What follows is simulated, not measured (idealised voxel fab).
Process module, titled voxel trench capacitor
Square cells of 5 nm make up the cross-section cut, whose width is 265 nm.
Cross-section, as written here: a square-cell grid given band by band from the top down, where a band holds one or more rows of cells.
Band: top and bottom heights (nm) first, top before bottom; then materials from left to right, widths in nm. "edge to edge" marks a sole material filling the band edge to edge. "empty" denotes empty space.
A quick word on heights: they are counted from 0, and under that level the wafer as it came to us is one material throughout. The lowest band is different from the rest in having no bottom; it simply continues downward, written as in "top 0, no bottom".
When a width is written as two numbers, as in "30..40", the first number is the width in the top row of cells of the band and the second is the width in its bottom row, and the width changes by the same amount from each row to the next.
Where the words "no alteration" appear for a step, the cross-section shows no cell changed by that step; every cell remained as before.
Under "Enclosed void catalog" you'll find the enclosed gaps, the ones with no way out to the top, that are 8 cells or bigger; each reads width x height at distance, with distance counted from the left edge, everything in nm.
The remark found on a step's line after its settings is issued by the simulator itself and pertains to that step.
Among the settings permitted on a step's line is "overlay nm"; applied to a step with a mask, it specifies the extent to which the mask lay to the right of its planned position, whereas a negative figure signifies a position to the left.

[Below is the list of planned process steps]
- 1: RECEIVE (material Si)
- 2: CONFORMAL_DEP (material SiN; thk nm 5)
- 3: MASKED_ETCH (tone open; mask id TRENCH; width nm 30; pitch nm 55; etch materials SiN; depth nm 5; overlay nm 0)
- 4: MASKED_ETCH (tone open; mask id TRENCH; width nm 30; pitch nm 55; etch materials Si; depth nm 25; overlay nm 0)
- 5: CONFORMAL_DEP (material HfO2; thk nm 5)
- 6: CONFORMAL_DEP (material TiN; thk nm 5)
- 7: FILL_DEP (material W; thk nm 5)
- 8: CMP (height nm 5)

[First wafer out of two, processed as planned]

[Incoming wafer in cross-section (state: after step 1)]
> top 0, no bottom | Si edge to edge
> Enclosed void catalog: none

[Wafer section view after processing step 2]
> top 5, bottom 0 | SiN edge to edge
> Rest of section, below 0: as before.

[Wafer section view after processing step 3]
> top 5, bottom 0 | 60 SiN, 30 empty, 25 SiN, 30 empty, 25 SiN, 30 empty, 65 SiN
> Rest of section, below 0: as before.

[Wafer section view after processing step 4]
> top 5, bottom 0 | 60 SiN, 30 empty, 25 SiN, 30 empty, 25 SiN, 30 empty, 65 SiN
> top 0, bottom -25 | 60 Si, 30 empty, 25 Si, 30 empty, 25 Si, 30 empty, 65 Si
> Rest of section, below -25: as before.

[Wafer section view after processing step 5]
> top 10, bottom 5 | 65 HfO2, 20 empty, 35 HfO2, 20 empty, 35 HfO2, 20 empty, 70 HfO2
> top 5, bottom 0 | 60 SiN, 5 HfO2, 20 empty, 5 HfO2, 25 SiN, 5 HfO2, 20 empty, 5 HfO2, 25 SiN, 5 HfO2, 20 empty, 5 HfO2, 65 SiN
> top 0, bottom -20 | 60 Si, 5 HfO2, 20 empty, 5 HfO2, 25 Si, 5 HfO2, 20 empty, 5 HfO2, 25 Si, 5 HfO2, 20 empty, 5 HfO2, 65 Si
> top -20, bottom -25 | 60 Si, 30 HfO2, 25 Si, 30 HfO2, 25 Si, 30 HfO2, 65 Si
> Rest of section, below -25: as before.

[Wafer section view after processing step 6]
> top 15, bottom 10 | 70 TiN, 10 empty, 45 TiN, 10 empty, 45 TiN, 10 empty, 75 TiN
> top 10, bottom 5 | 65 HfO2, 5 TiN, 10 empty, 5 TiN, 35 HfO2, 5 TiN, 10 empty, 5 TiN, 35 HfO2, 5 TiN, 10 empty, 5 TiN, 70 HfO2
> top 5, bottom 0 | 60 SiN, 5 HfO2, 5 TiN, 10 empty, 5 TiN, 5 HfO2, 25 SiN, 5 HfO2, 5 TiN, 10 empty, 5 TiN, 5 HfO2, 25 SiN, 5 HfO2, 5 TiN, 10 empty, 5 TiN, 5 HfO2, 65 SiN
> top 0, bottom -15 | 60 Si, 5 HfO2, 5 TiN, 10 empty, 5 TiN, 5 HfO2, 25 Si, 5 HfO2, 5 TiN, 10 empty, 5 TiN, 5 HfO2, 25 Si, 5 HfO2, 5 TiN, 10 empty, 5 TiN, 5 HfO2, 65 Si
> top -15, bottom -20 | 60 Si, 5 HfO2, 20 TiN, 5 HfO2, 25 Si, 5 HfO2, 20 TiN, 5 HfO2, 25 Si, 5 HfO2, 20 TiN, 5 HfO2, 65 Si
> Rest of section, below -20: as before.

[Wafer section view after processing step 7]
> top 20, bottom 15 | W edge to edge
> top 15, bottom 10 | 70 TiN, 10 W, 45 TiN, 10 W, 45 TiN, 10 W, 75 TiN
> top 10, bottom 5 | 65 HfO2, 5 TiN, 10 W, 5 TiN, 35 HfO2, 5 TiN, 10 W, 5 TiN, 35 HfO2, 5 TiN, 10 W, 5 TiN, 70 HfO2
> top 5, bottom 0 | 60 SiN, 5 HfO2, 5 TiN, 10 W, 5 TiN, 5 HfO2, 25 SiN, 5 HfO2, 5 TiN, 10 W, 5 TiN, 5 HfO2, 25 SiN, 5 HfO2, 5 TiN, 10 W, 5 TiN, 5 HfO2, 65 SiN
> top 0, bottom -15 | 60 Si, 5 HfO2, 5 TiN, 10 W, 5 TiN, 5 HfO2, 25 Si, 5 HfO2, 5 TiN, 10 W, 5 TiN, 5 HfO2, 25 Si, 5 HfO2, 5 TiN, 10 W, 5 TiN, 5 HfO2, 65 Si
> Rest of section, below -15: as before.

[Wafer section view after processing step 8]
> top 5, bottom 0 | 60 SiN, 5 HfO2, 5 TiN, 10 W, 5 TiN, 5 HfO2, 25 SiN, 5 HfO2, 5 TiN, 10 W, 5 TiN, 5 HfO2, 25 SiN, 5 HfO2, 5 TiN, 10 W, 5 TiN, 5 HfO2, 65 SiN
> Rest of section, below 0: as before.

[Wafer two of the pair: same origin, same plan, one error during the run; identical to wafer one up to and including step 3]

[Planned end of step 4: second wafer, cross-section]
> top 5, bottom 0 | 60 SiN, 30 empty, 25 SiN, 30 empty, 25 SiN, 30 empty, 65 SiN
> top 0, bottom -50 | 60 Si, 30 empty, 25 Si, 30 empty, 25 Si, 30 empty, 65 Si
> Rest of section, below -50: as before.

[Planned end of step 5: second wafer, cross-section]
> top 10, bottom 5 | 65 HfO2, 20 empty, 35 HfO2, 20 empty, 35 HfO2, 20 empty, 70 HfO2
> top 5, bottom 0 | 60 SiN, 5 HfO2, 20 empty, 5 HfO2, 25 SiN, 5 HfO2, 20 empty, 5 HfO2, 25 SiN, 5 HfO2, 20 empty, 5 HfO2, 65 SiN
> top 0, bottom -45 | 60 Si, 5 HfO2, 20 empty, 5 HfO2, 25 Si, 5 HfO2, 20 empty, 5 HfO2, 25 Si, 5 HfO2, 20 empty, 5 HfO2, 65 Si
> top -45, bottom -50 | 60 Si, 30 HfO2, 25 Si, 30 HfO2, 25 Si, 30 HfO2, 65 Si
> Rest of section, below -50: as before.

[Planned end of step 6: second wafer, cross-section]
> top 15, bottom 10 | 70 TiN, 10 empty, 45 TiN, 10 empty, 45 TiN, 10 empty, 75 TiN
> top 10, bottom 5 | 65 HfO2, 5 TiN, 10 empty, 5 TiN, 35 HfO2, 5 TiN, 10 empty, 5 TiN, 35 HfO2, 5 TiN, 10 empty, 5 TiN, 70 HfO2
> top 5, bottom 0 | 60 SiN, 5 HfO2, 5 TiN, 10 empty, 5 TiN, 5 HfO2, 25 SiN, 5 HfO2, 5 TiN, 10 empty, 5 TiN, 5 HfO2, 25 SiN, 5 HfO2, 5 TiN, 10 empty, 5 TiN, 5 HfO2, 65 SiN
> top 0, bottom -40 | 60 Si, 5 HfO2, 5 TiN, 10 empty, 5 TiN, 5 HfO2, 25 Si, 5 HfO2, 5 TiN, 10 empty, 5 TiN, 5 HfO2, 25 Si, 5 HfO2, 5 TiN, 10 empty, 5 TiN, 5 HfO2, 65 Si
> top -40, bottom -45 | 60 Si, 5 HfO2, 20 TiN, 5 HfO2, 25 Si, 5 HfO2, 20 TiN, 5 HfO2, 25 Si, 5 HfO2, 20 TiN, 5 HfO2, 65 Si
> Rest of section, below -45: as before.

[Planned end of step 7: second wafer, cross-section]
> top 20, bottom 15 | W edge to edge
> top 15, bottom 10 | 70 TiN, 10 W, 45 TiN, 10 W, 45 TiN, 10 W, 75 TiN
> top 10, bottom 5 | 65 HfO2, 5 TiN, 10 W, 5 TiN, 35 HfO2, 5 TiN, 10 W, 5 TiN, 35 HfO2, 5 TiN, 10 W, 5 TiN, 70 HfO2
> top 5, bottom 0 | 60 SiN, 5 HfO2, 5 TiN, 10 W, 5 TiN, 5 HfO2, 25 SiN, 5 HfO2, 5 TiN, 10 W, 5 TiN, 5 HfO2, 25 SiN, 5 HfO2, 5 TiN, 10 W, 5 TiN, 5 HfO2, 65 SiN
> top 0, bottom -40 | 60 Si, 5 HfO2, 5 TiN, 10 W, 5 TiN, 5 HfO2, 25 Si, 5 HfO2, 5 TiN, 10 W, 5 TiN, 5 HfO2, 25 Si, 5 HfO2, 5 TiN, 10 W, 5 TiN, 5 HfO2, 65 Si
> Rest of section, below -40: as before.

[Planned end of step 8: second wafer, cross-section]
> top 5, bottom 0 | 60 SiN, 5 HfO2, 5 TiN, 10 W, 5 TiN, 5 HfO2, 25 SiN, 5 HfO2, 5 TiN, 10 W, 5 TiN, 5 HfO2, 25 SiN, 5 HfO2, 5 TiN, 10 W, 5 TiN, 5 HfO2, 65 SiN
> Rest of section, below 0: as before.
Want to know what went wrong? twice, step 4 of the plan was run
At the finish, the second wafer shows more or fewer cells for some materials than the first does: HfO2 +30; Si -90; TiN +30; W +30
